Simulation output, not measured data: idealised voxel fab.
A process module follows: voxel ribs on slabs.
cross-section cut | 230 nm wide | cells 5 nm
For the purposes of this document, a cross-section shall be understood as a grid of square cells, specified as bands listed in top-to-bottom order, each band consisting of one or more rows of cells. Within each band entry, the heights of the top and of the bottom of the band appear first, in that order and in nm; the materials of the band then follow from left to right, each with its corresponding width in nm. The designation "edge to edge" on a single material indicates that it fills the band from edge to edge; the designation "empty" indicates empty space. Beneath 0, the wafer as received is one material, and that level is where height counting begins. The lowest band goes on downward without a bottom; it is written like "0 nm and below". Width: "30 to 40" (first number = top row, second number = bottom row, same change from row to row of cells). "changes: none" after a step means that no cell of the cross-section changed. Empty spaces without an open route to the top, at least 8 cells in extent, make up the entry "Sealed void list"; each is given as width x height at distance, where the distance is measured from the left edge, and all are in nm. Formally, on a step line, whatever follows the settings is a remark that the simulator itself makes on the step. overlay nm: for a step with a mask, the amount by which the mask lay right of where it was planned; a negative amount means left of it.

### Steps planned for the process
| 1 | op RECEIVE | material Si |
| 2 | op DIRECTIONAL_DEP | material SiO2 | thk nm 25 |
| 3 | op DIRECTIONAL_DEP | material polySi | thk nm 20 |
| 4 | op PATTERN | tone cover | mask id RIB | material resist | width nm 15 | thk nm 15 | overlay nm 0 |
| 5 | op DIRECTIONAL_ETCH | etch materials polySi | depth nm 15 |
| 6 | op STRIP | etch materials resist |
| 7 | op DIRECTIONAL_DEP | material aC | thk nm 15 |
| 8 | op PATTERN | tone cover | mask id SLAB | material resist | width nm 65 | thk nm 35 | overlay nm 0 |
| 9 | op DIRECTIONAL_ETCH | etch materials aC | depth nm 15 |
| 10 | op STRIP | etch materials resist |
| 11 | op DIRECTIONAL_ETCH | etch materials polySi | depth nm 5 |
| 12 | op STRIP | etch materials aC |
| 13 | op FILL_DEP | material SiO2 | thk nm 20 |
| 14 | op CMP | height nm 60 |
| 15 | op DIRECTIONAL_DEP | material TiN | thk nm 10 |
| 16 | op DIRECTIONAL_DEP | material aC | thk nm 15 |
| 17 | op PATTERN | tone cover | mask id HEATER | material resist | width nm 25 | thk nm 30 | overlay nm 0 |
| 18 | op DIRECTIONAL_ETCH | etch materials aC | depth nm 15 |
| 19 | op STRIP | etch materials resist |
| 20 | op DIRECTIONAL_ETCH | etch materials TiN | depth nm 10 |
| 21 | op STRIP | etch materials aC |
| 22 | op CONFORMAL_DEP | material SiO2 | thk nm 10 |

### This is the cross-section of the wafer as we received it, i.e. after step 1
- 0 nm and below | Si edge to edge
- Sealed void list: none

### End state of the module in cross-section, given the above starting point and plan and one mistake in execution
- 70 nm to 60 nm | 100 empty  25 TiN  105 empty
- 60 nm to 45 nm | SiO2 edge to edge
- 45 nm to 30 nm | 105 SiO2  15 polySi  110 SiO2
- 30 nm to 25 nm | 80 SiO2  65 polySi  85 SiO2
- 25 nm to 0 nm | SiO2 edge to edge
- 0 nm and below | Si edge to edge
- Sealed void list: none
The plan and the run diverged here: step 22 of the plan got skipped, so it never ran
